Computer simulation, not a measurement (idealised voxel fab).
Process module name: voxel trench capacitor
Shown is cross-section cut, with a width of 175 nm and square cells of size 5 nm.
Cross-section = grid of square cells, listed top down in bands; band = one or more rows. Each band's line starts with the height of the band's top and of its bottom, in nm. Then come its materials from left to right, each with its width in nm. One material with "throughout" fills the band from edge to edge. "empty" is empty space. All heights in this document are referenced to 0, defined as the level beneath which the wafer, as received, consists entirely of one material. The lowest band is not bounded below; it extends indefinitely downward and is written in the form "0 and below". It should be noted that a width expressed as "30 to 40" varies in equal increments from row to row of cells within the band, taking the value of the first number at the top row and that of the second number at the bottom row. "nothing was modified" means the step left every cell of the cross-section as it was. For the entry "Closed void register", the listed items are empty spaces with no open way to the top whose size is 8 cells or more; each item follows the pattern width x height at distance, where distance is from the left edge and all three are in nm. The remark found on a step's line after its settings is issued by the simulator itself and pertains to that step. overlay nm: right-of-plan distance of the mask on a masked step; negative values mean left-of-plan.

### The steps planned for the process are as follows
step 1: op RECEIVE | material Si
step 2: op CONFORMAL_DEP | material SiN | thk nm 10
step 3: op DIRECTIONAL_DEP | material aC | thk nm 15
step 4: op PATTERN | tone open | mask id TRENCH | material resist | width nm 15 | pitch nm 55 | thk nm 35 | overlay nm 0
step 5: op DIRECTIONAL_ETCH | etch materials aC | depth nm 15
step 6: op STRIP | etch materials resist
step 7: op DIRECTIONAL_ETCH | etch materials SiN | depth nm 10
step 8: op DIRECTIONAL_ETCH | etch materials Si | depth nm 25
step 9: op STRIP | etch materials aC
step 10: op CONFORMAL_DEP | material Al2O3 | thk nm 5
step 11: op CONFORMAL_DEP | material TiN | thk nm 5
step 12: op FILL_DEP | material W | thk nm 10
step 13: op CMP | height nm 10
Every wafer here starts from the same state; it is the step 4 width nm that distinguishes them, and the value the plan gives belongs to the first wafer.

### First of several wafers (as received, post step 1), cross-sectional view
    0 and below | Si throughout
    Closed void register: none

### Module end state after final step 13: cross-section of the first of several wafers
    10 down to 0 | 50 SiN, 5 Al2O3, 5 TiN, 5 Al2O3, 40 SiN, 5 Al2O3, 5 TiN, 5 Al2O3, 55 SiN
    0 down to -20 | 50 Si, 5 Al2O3, 5 TiN, 5 Al2O3, 40 Si, 5 Al2O3, 5 TiN, 5 Al2O3, 55 Si
    -20 down to -25 | 50 Si, 15 Al2O3, 40 Si, 15 Al2O3, 55 Si
    -25 and below | Si throughout
    Closed void register: none

### last wafer at the end
    10 down to 0 | 40 SiN, 5 Al2O3, 5 TiN, 20 W, 5 TiN, 5 Al2O3, 15 SiN, 5 Al2O3, 5 TiN, 20 W, 5 TiN, 5 Al2O3, 40 SiN
    0 down to -15 | 40 Si, 5 Al2O3, 5 TiN, 20 W, 5 TiN, 5 Al2O3, 15 Si, 5 Al2O3, 5 TiN, 20 W, 5 TiN, 5 Al2O3, 40 Si
    -15 down to -20 | 40 Si, 5 Al2O3, 30 TiN, 5 Al2O3, 15 Si, 5 Al2O3, 30 TiN, 5 Al2O3, 40 Si
    -20 down to -25 | 40 Si, 40 Al2O3, 15 Si, 40 Al2O3, 40 Si
    -25 and below | Si throughout
    Closed void register: none

### The rows of the table below are wafers. Looking at the end of the module, a row counts, for every material, the cells the wafer has gained, shown as (+), or lost, shown as (-), since it was received; its closed voids come next
width nm 15 | +30 Al2O3 | -30 Si | +58 SiN | +12 TiN | Closed void register: none
width nm 20 | +32 Al2O3 | -40 Si | +54 SiN | +24 TiN | Closed void register: none
width nm 25 | +34 Al2O3 | -50 Si | +50 SiN | +26 TiN | +10 W | Closed void register: none
width nm 30 | +36 Al2O3 | -60 Si | +46 SiN | +28 TiN | +20 W | Closed void register: none
width nm 35 | +38 Al2O3 | -70 Si | +42 SiN | +30 TiN | +30 W | Closed void register: none
width nm 40 | +40 Al2O3 | -80 Si | +38 SiN | +32 TiN | +40 W | Closed void register: none
